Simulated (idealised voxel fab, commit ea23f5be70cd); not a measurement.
The process module presented herein is designated voxel air gaps.
We display cut, a cross-section 280 nm in width whose square cells are each 5 nm.
In this document a cross-section is written as a grid of square cells. It is given as a series of bands, listed from the top down, and a band is one or more rows of cells.
It is stipulated that each band's entry specify, in nanometres, the height of the top of the band and then that of its bottom, followed by the materials of the band in left-to-right sequence, each together with its width in nanometres. A single material marked by the word "everywhere" is understood to fill the band from edge to edge; the word "blank" is understood to denote empty space.
Zero point of the height axis is 0; under it, received wafer = one material. Lowest band: continues down indefinitely, "top 0, no bottom".
Width "30->40": first value at the band's top row of cells, second value at its bottom row, equal change from row to row.
"no change occurred" after a step means that no cell of the cross-section changed.
The entry "Enclosed internal cavities" lists the empty spaces that cover at least 8 cells and have no open path to the top. Each is written as width x height at distance, where the distance is measured from the left edge and all three values are in nm.
Anything after a step's settings on that line? It's the simulator's own note about the step.
"overlay nm" on a masked step: distance the mask lay right of its planned place, negative for left.
### So here's the lineup of process steps we planned
1 RECEIVE [material Si]
2 CONFORMAL_DEP [material SiO2] [thk nm 10]
3 CONFORMAL_DEP [material SiCN] [thk nm 5]
4 DIRECTIONAL_DEP [material SiO2] [thk nm 35]
5 MASKED_ETCH [tone open] [mask id LINES] [width nm 25] [pitch nm 50] [etch materials SiO2] [depth nm 35] [overlay nm 0]
6 CONFORMAL_DEP [material TiN] [thk nm 5]
7 FILL_DEP [material Cu] [thk nm 10]
8 CMP [height nm 40]
9 EPI [material Ru] [thk nm 10]
10 SELECTIVE_ETCH [etch materials SiO2] [depth nm 45]
11 CONFORMAL_DEP [material SiCN] [thk nm 5]
The wafers are alike at the start. At step 8, their height nm differs. The plan lists the first wafer's value.
### Cross-section, first of several wafers, as delivered after step 1
> top 0, no bottom: Si everywhere
> Enclosed internal cavities: none
### Cross-section of the first of several wafers once the module has run through its last step, step 11
> top 55, bottom 50: 35 blank / 205 SiCN / 40 blank
> top 50, bottom 40: 35 blank / 5 SiCN / 45 Ru / 5 SiCN / 45 Ru / 5 SiCN / 45 Ru / 5 SiCN / 45 Ru / 5 SiCN / 40 blank
> top 40, bottom 35: 35 blank / 15 SiCN / 5 TiN / 15 Cu / 5 TiN / 25 SiCN / 5 TiN / 15 Cu / 5 TiN / 25 SiCN / 5 TiN / 15 Cu / 5 TiN / 25 SiCN / 5 TiN / 15 Cu / 5 TiN / 15 SiCN / 40 blank
> top 35, bottom 20: 45 blank / 5 SiCN / 5 TiN / 15 Cu / 5 TiN / 5 SiCN / 15 blank / 5 SiCN / 5 TiN / 15 Cu / 5 TiN / 5 SiCN / 15 blank / 5 SiCN / 5 TiN / 15 Cu / 5 TiN / 5 SiCN / 15 blank / 5 SiCN / 5 TiN / 15 Cu / 5 TiN / 5 SiCN / 50 blank
> top 20, bottom 15: 50 SiCN / 25 TiN / 25 SiCN / 25 TiN / 25 SiCN / 25 TiN / 25 SiCN / 25 TiN / 55 SiCN
> top 15, bottom 10: SiCN everywhere
> top 10, bottom 0: SiO2 everywhere
> top 0, no bottom: Si everywhere
> Enclosed internal cavities: 15 x 15 at 80; 15 x 15 at 130; 15 x 15 at 180
### Wafer cross-section (last wafer, module end)
> top 80, bottom 75: SiCN everywhere
> top 75, bottom 65: Ru everywhere
> top 65, bottom 55: Cu everywhere
> top 55, bottom 50: 55 TiN / 15 Cu / 35 TiN / 15 Cu / 35 TiN / 15 Cu / 35 TiN / 15 Cu / 60 TiN
> top 50, bottom 20: 50 SiO2 / 5 TiN / 15 Cu / 5 TiN / 25 SiO2 / 5 TiN / 15 Cu / 5 TiN / 25 SiO2 / 5 TiN / 15 Cu / 5 TiN / 25 SiO2 / 5 TiN / 15 Cu / 5 TiN / 55 SiO2
> top 20, bottom 15: 50 SiO2 / 25 TiN / 25 SiO2 / 25 TiN / 25 SiO2 / 25 TiN / 25 SiO2 / 25 TiN / 55 SiO2
> top 15, bottom 10: SiCN everywhere
> top 10, bottom 0: SiO2 everywhere
> top 0, no bottom: Si everywhere
> Enclosed internal cavities: none
### Basically each wafer gets a line in the table, showing it at the end of the module: material by material, the cells it gained (+) or lost (-) since we got it, then its closed voids
height nm 40, +48 Cu, +72 Ru, +188 SiCN, +112 SiO2, +52 TiN, Enclosed internal cavities: 15 x 15 at 80; 15 x 15 at 130; 15 x 15 at 180
height nm 45, +60 Cu, +72 Ru, +196 SiCN, +112 SiO2, +60 TiN, Enclosed internal cavities: 15 x 20 at 80; 15 x 20 at 130; 15 x 20 at 180
height nm 50, +72 Cu, +72 Ru, +204 SiCN, +112 SiO2, +68 TiN, Enclosed internal cavities: 15 x 25 at 80; 15 x 25 at 130; 15 x 25 at 180
height nm 55, +84 Cu, +112 Ru, +112 SiCN, +364 SiO2, +112 TiN, Enclosed internal cavities: none
height nm 60, +140 Cu, +112 Ru, +112 SiCN, +364 SiO2, +112 TiN, Enclosed internal cavities: none
height nm 65, +196 Cu, +112 Ru, +112 SiCN, +364 SiO2, +112 TiN, Enclosed internal cavities: none
